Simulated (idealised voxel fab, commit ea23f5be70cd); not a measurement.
process module | voxel fin reveal
cross-section cut | 200 nm wide | cells 5 nm
A cross-section is a grid of square cells, given in bands from the top down. A band is one or more rows of cells.
Each band's line starts with the height of the band's top and of its bottom, in nm. Then come its materials from left to right, each with its width in nm. One material with "throughout" fills the band from edge to edge. "air" is empty space.
Height 0 is the level under which the wafer as received is all one material. The lowest band goes on downwards, as in "0 down".
A width such as "30 to 40" changes by the same amount from each row of cells to the next, from the band's top row to its bottom row.
"no change" after a step means that no cell of the cross-section changed.
closed voids: empty space of 8 cells or more with no open way to the top, each as width x height at its distance from the left edge, in nm
after a step's settings: what the simulator itself notes on the step
overlay nm, on a step with a mask: how far to the right of its planned place the mask lay; to the left if negative
plan
1 op RECEIVE | material Si
2 op CONFORMAL_DEP | material SiN | thk nm 5
3 op DIRECTIONAL_DEP | material aC | thk nm 15
4 op PATTERN | tone cover | mask id FINS | material resist | width nm 15 | pitch nm 35 | thk nm 35 | overlay nm 0
5 op DIRECTIONAL_ETCH | etch materials aC | depth nm 15
6 op STRIP | etch materials resist
7 op DIRECTIONAL_ETCH | etch materials SiN | depth nm 5
8 op DIRECTIONAL_ETCH | etch materials Si | depth nm 35
9 op STRIP | etch materials aC
10 op OXIDIZE | depth nm 5
11 op FILL_DEP | material SiO2 | thk nm 10
12 op CMP | height nm 5
13 op SELECTIVE_ETCH | etch materials SiO2 | depth nm 30
14 op STRIP | etch materials SiN
first wafer, as planned
as received, after step 1
  0 down: Si throughout
  closed voids: none
after step 2
  5 to 0: SiN throughout
  below 0: unchanged
after step 3
  20 to 5: aC throughout
  below 5: unchanged
after step 4
  55 to 20: air 75 | resist 15 | air 20 | resist 15 | air 75
  below 20: unchanged
after step 5
  40 to 20: air 75 | resist 15 | air 20 | resist 15 | air 75
  20 to 5: air 75 | aC 15 | air 20 | aC 15 | air 75
  below 5: unchanged
after step 6
  20 to 5: air 75 | aC 15 | air 20 | aC 15 | air 75
  below 5: unchanged
after step 7
  20 to 5: air 75 | aC 15 | air 20 | aC 15 | air 75
  5 to 0: air 75 | SiN 15 | air 20 | SiN 15 | air 75
  below 0: unchanged
after step 8
  20 to 5: air 75 | aC 15 | air 20 | aC 15 | air 75
  5 to 0: air 75 | SiN 15 | air 20 | SiN 15 | air 75
  0 to -35: air 75 | Si 15 | air 20 | Si 15 | air 75
  below -35: unchanged
after step 9
  5 to 0: air 75 | SiN 15 | air 20 | SiN 15 | air 75
  below 0: unchanged
after step 10
  5 to 0: air 75 | SiN 15 | air 20 | SiN 15 | air 75
  0 to -35: air 75 | SiO2 5 | Si 5 | SiO2 5 | air 20 | SiO2 5 | Si 5 | SiO2 5 | air 75
  -35 to -40: SiO2 80 | Si 5 | SiO2 30 | Si 5 | SiO2 80
  below -40: unchanged
after step 11
  15 to 5: SiO2 throughout
  5 to 0: SiO2 75 | SiN 15 | SiO2 20 | SiN 15 | SiO2 75
  0 to -40: SiO2 80 | Si 5 | SiO2 30 | Si 5 | SiO2 80
  below -40: unchanged
after step 12
  5 to 0: SiO2 75 | SiN 15 | SiO2 20 | SiN 15 | SiO2 75
  below 0: unchanged
after step 13
  5 to 0: air 75 | SiN 15 | air 20 | SiN 15 | air 75
  0 to -25: air 80 | Si 5 | air 30 | Si 5 | air 80
  below -25: unchanged
after step 14
  0 to -25: air 80 | Si 5 | air 30 | Si 5 | air 80
  below -25: unchanged
second wafer: like start, like plan, one mistake. Through step 12 it matches the first wafer
when step 13 should have ended
  5 to 0: SiO2 75 | air 15 | SiO2 20 | air 15 | SiO2 75
  below 0: unchanged
when step 14 should have ended
  0 to -25: air 80 | Si 5 | air 30 | Si 5 | air 80
  -25 to -30: SiO2 45 | air 35 | Si 5 | air 30 | Si 5 | air 35 | SiO2 45
  below -30: unchanged
what went wrong: steps 13 and 14 were swapped
at the end the second wafer has, in cells: 20 fewer of SiO2
